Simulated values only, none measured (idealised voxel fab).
Presented below is a process module, voxel ribs on slabs.
The cross-section shown here is cut; it is 245 nm wide and divided into square cells measuring 5 nm on a side.
Format of a cross-section: grid, square cells. Given as bands. Order: top down. Band: one or more rows of cells. Basically the band line says how high the top is and how high the bottom is, in nm, and then what's in it from left to right, every material with its width in nm. Empty space shows up as "air", and if a single material carries "edge to edge" it runs the full band edge to edge. For the purposes of this specification, 0 denotes the height below which the wafer in its as-received condition is composed wholly of one material, and the lowermost band, lacking a lower limit, extends downward without end, as expressed in "0 down". A two-number width, for instance "30->40", indicates that the width is equal to the first number in the top row of the band and to the second number in the bottom row, and that it changes by a constant amount per row of cells. "nothing changed" means the step left every cell of the cross-section as it was. In the "Entrapped void list" entry, you get each enclosed empty space of 8 cells or more, one with no open way to the top, written width x height at distance, distance from the left edge, in nm. If you see something after the settings on a step's line, that's the simulator's own remark about that step. Steps that use a mask can have "overlay nm" on their line. It says how far the mask sat to the right of where it was meant to be. Negative means to the left.
[plan]
| 1 | op RECEIVE | material Si |
| 2 | op DIRECTIONAL_DEP | material SiO2 | thk nm 25 |
| 3 | op DIRECTIONAL_DEP | material SiN | thk nm 25 |
| 4 | op DIRECTIONAL_DEP | material aC | thk nm 15 |
| 5 | op PATTERN | tone cover | mask id RIB | material resist | width nm 15 | thk nm 30 | overlay nm 0 |
| 6 | op DIRECTIONAL_ETCH | etch materials aC | depth nm 15 |
| 7 | op STRIP | etch materials resist |
| 8 | op DIRECTIONAL_ETCH | etch materials SiN | depth nm 5 |
| 9 | op STRIP | etch materials aC |
| 10 | op MASKED_ETCH | tone cover | mask id SLAB | width nm 55 | etch materials SiN | depth nm 20 | overlay nm 0 |
| 11 | op FILL_DEP | material SiO2 | thk nm 20 |
| 12 | op CMP | height nm 65 |
| 13 | op DIRECTIONAL_DEP | material TiN | thk nm 10 |
| 14 | op PATTERN | tone cover | mask id HEATER | material resist | width nm 25 | thk nm 15 | overlay nm 0 |
| 15 | op DIRECTIONAL_ETCH | etch materials TiN | depth nm 10 |
| 16 | op STRIP | etch materials resist |
| 17 | op CONFORMAL_DEP | material SiN | thk nm 10 |
[What follows covers the first of two wafers; it ran as planned]
[Incoming wafer in cross-section (state: after step 1)]
    0 down  Si edge to edge
    Entrapped void list: none
[Cross-section: wafer state after step 2]
    25 to 0  SiO2 edge to edge
    Below 0, the layers are the same as they were.
[Cross-section: wafer state after step 3]
    50 to 25  SiN edge to edge
    Below 25, the layers are the same as they were.
[Cross-section: wafer state after step 4]
    65 to 50  aC edge to edge
    Below 50, the layers are the same as they were.
[Cross-section: wafer state after step 5]
    95 to 65  air 115 | resist 15 | air 115
    Below 65, the layers are the same as they were.
[Cross-section: wafer state after step 6]
    80 to 65  air 115 | resist 15 | air 115
    65 to 50  air 115 | aC 15 | air 115
    Below 50, the layers are the same as they were.
[Cross-section: wafer state after step 7]
    65 to 50  air 115 | aC 15 | air 115
    Below 50, the layers are the same as they were.
[Cross-section: wafer state after step 8]
    65 to 50  air 115 | aC 15 | air 115
    50 to 45  air 115 | SiN 15 | air 115
    Below 45, the layers are the same as they were.
[Cross-section: wafer state after step 9]
    50 to 45  air 115 | SiN 15 | air 115
    Below 45, the layers are the same as they were.
[Cross-section: wafer state after step 10]
    50 to 45  air 115 | SiN 15 | air 115
    45 to 25  air 95 | SiN 55 | air 95
    Below 25, the layers are the same as they were.
[Cross-section: wafer state after step 11]
    70 to 50  SiO2 edge to edge
    50 to 45  SiO2 115 | SiN 15 | SiO2 115
    45 to 25  SiO2 95 | SiN 55 | SiO2 95
    Below 25, the layers are the same as they were.
[Cross-section: wafer state after step 12]
    65 to 50  SiO2 edge to edge
    Below 50, the layers are the same as they were.
[Cross-section: wafer state after step 13]
    75 to 65  TiN edge to edge
    Below 65, the layers are the same as they were.
[Cross-section: wafer state after step 14]
    90 to 75  air 110 | resist 25 | air 110
    Below 75, the layers are the same as they were.
[Cross-section: wafer state after step 15]
    90 to 75  air 110 | resist 25 | air 110
    75 to 65  air 110 | TiN 25 | air 110
    Below 65, the layers are the same as they were.
[Cross-section: wafer state after step 16]
    75 to 65  air 110 | TiN 25 | air 110
    Below 65, the layers are the same as they were.
[Cross-section: wafer state after step 17]
    85 to 75  air 100 | SiN 45 | air 100
    75 to 65  SiN 110 | TiN 25 | SiN 110
    Below 65, the layers are the same as they were.
[Now the other wafer: same start, same recipe, but we messed up one thing when running it. Up to and including step 13 it's the same as the first one]
[Cross-section of the second wafer corresponding to the planned conclusion of step 14]
    90 to 75  air 110 | resist 30 | air 105
    Below 75, the layers are the same as they were.
[Cross-section of the second wafer corresponding to the planned conclusion of step 15]
    90 to 75  air 110 | resist 30 | air 105
    75 to 65  air 110 | TiN 30 | air 105
    Below 65, the layers are the same as they were.
[Cross-section of the second wafer corresponding to the planned conclusion of step 16]
    75 to 65  air 110 | TiN 30 | air 105
    Below 65, the layers are the same as they were.
[Cross-section of the second wafer corresponding to the planned conclusion of step 17]
    85 to 75  air 100 | SiN 50 | air 95
    75 to 65  SiN 110 | TiN 30 | SiN 105
    Below 65, the layers are the same as they were.
Where did the run depart from the plan? step 14 did not use the planned setting and instead ran as op PATTERN | tone cover | mask id HEATER | material resist | width nm 30 | thk nm 15 | overlay nm 0
Heads up, by the end the second wafer has more or fewer cells of some materials compared to the first: TiN +2
